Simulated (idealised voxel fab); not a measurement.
process module | voxel trench capacitor
cross-section cut | 215 nm wide | cells 5 nm
A cross-section is a grid of square cells, given in bands from the top down. A band is one or more rows of cells.
Each band's line starts with the height of the band's top and of its bottom, in nm. Then come its materials from left to right, each with its width in nm. One material with "throughout" fills the band from edge to edge. "air" is empty space.
Height 0 is the level under which the wafer as received is all one material. The lowest band goes on downwards, as in "0 down".
A width such as "30 to 40" changes by the same amount from each row of cells to the next, from the band's top row to its bottom row.
"no change" after a step means that no cell of the cross-section changed.
closed voids: empty space of 8 cells or more with no open way to the top, each as width x height at its distance from the left edge, in nm
after a step's settings: what the simulator itself notes on the step
overlay nm, on a step with a mask: how far to the right of its planned place the mask lay; to the left if negative
plan
1 op RECEIVE | material Si
2 op CONFORMAL_DEP | material SiN | thk nm 10
3 op DIRECTIONAL_DEP | material aC | thk nm 15
4 op PATTERN | tone open | mask id TRENCH | material resist | width nm 30 | pitch nm 50 | thk nm 30 | overlay nm 0
5 op DIRECTIONAL_ETCH | etch materials aC | depth nm 15
6 op STRIP | etch materials resist
7 op DIRECTIONAL_ETCH | etch materials SiN | depth nm 10
8 op DIRECTIONAL_ETCH | etch materials Si | depth nm 35
9 op STRIP | etch materials aC
10 op CONFORMAL_DEP | material HfO2 | thk nm 5
11 op CONFORMAL_DEP | material TiN | thk nm 5
12 op FILL_DEP | material W | thk nm 10
13 op CMP | height nm 10
as received, after step 1
  0 down: Si throughout
  closed voids: none
a wafer at the end: this start, this plan, one mistake
  10 to 0: SiN 15 | HfO2 5 | TiN 5 | W 10 | TiN 5 | HfO2 5 | SiN 20 | HfO2 5 | TiN 5 | W 10 | TiN 5 | HfO2 5 | SiN 20 | HfO2 5 | TiN 5 | W 10 | TiN 5 | HfO2 5 | SiN 20 | HfO2 5 | TiN 5 | W 10 | TiN 5 | HfO2 5 | SiN 20
  0 to -20: Si 15 | HfO2 5 | TiN 5 | W 10 | TiN 5 | HfO2 5 | Si 20 | HfO2 5 | TiN 5 | W 10 | TiN 5 | HfO2 5 | Si 20 | HfO2 5 | TiN 5 | W 10 | TiN 5 | HfO2 5 | Si 20 | HfO2 5 | TiN 5 | W 10 | TiN 5 | HfO2 5 | Si 20
  -20 to -25: Si 15 | HfO2 5 | TiN 20 | HfO2 5 | Si 20 | HfO2 5 | TiN 20 | HfO2 5 | Si 20 | HfO2 5 | TiN 20 | HfO2 5 | Si 20 | HfO2 5 | TiN 20 | HfO2 5 | Si 20
  -25 to -30: Si 15 | HfO2 30 | Si 20 | HfO2 30 | Si 20 | HfO2 30 | Si 20 | HfO2 30 | Si 20
  -30 down: Si throughout
  closed voids: none
what went wrong: step 8 ran as: op DIRECTIONAL_ETCH | etch materials Si | depth nm 30
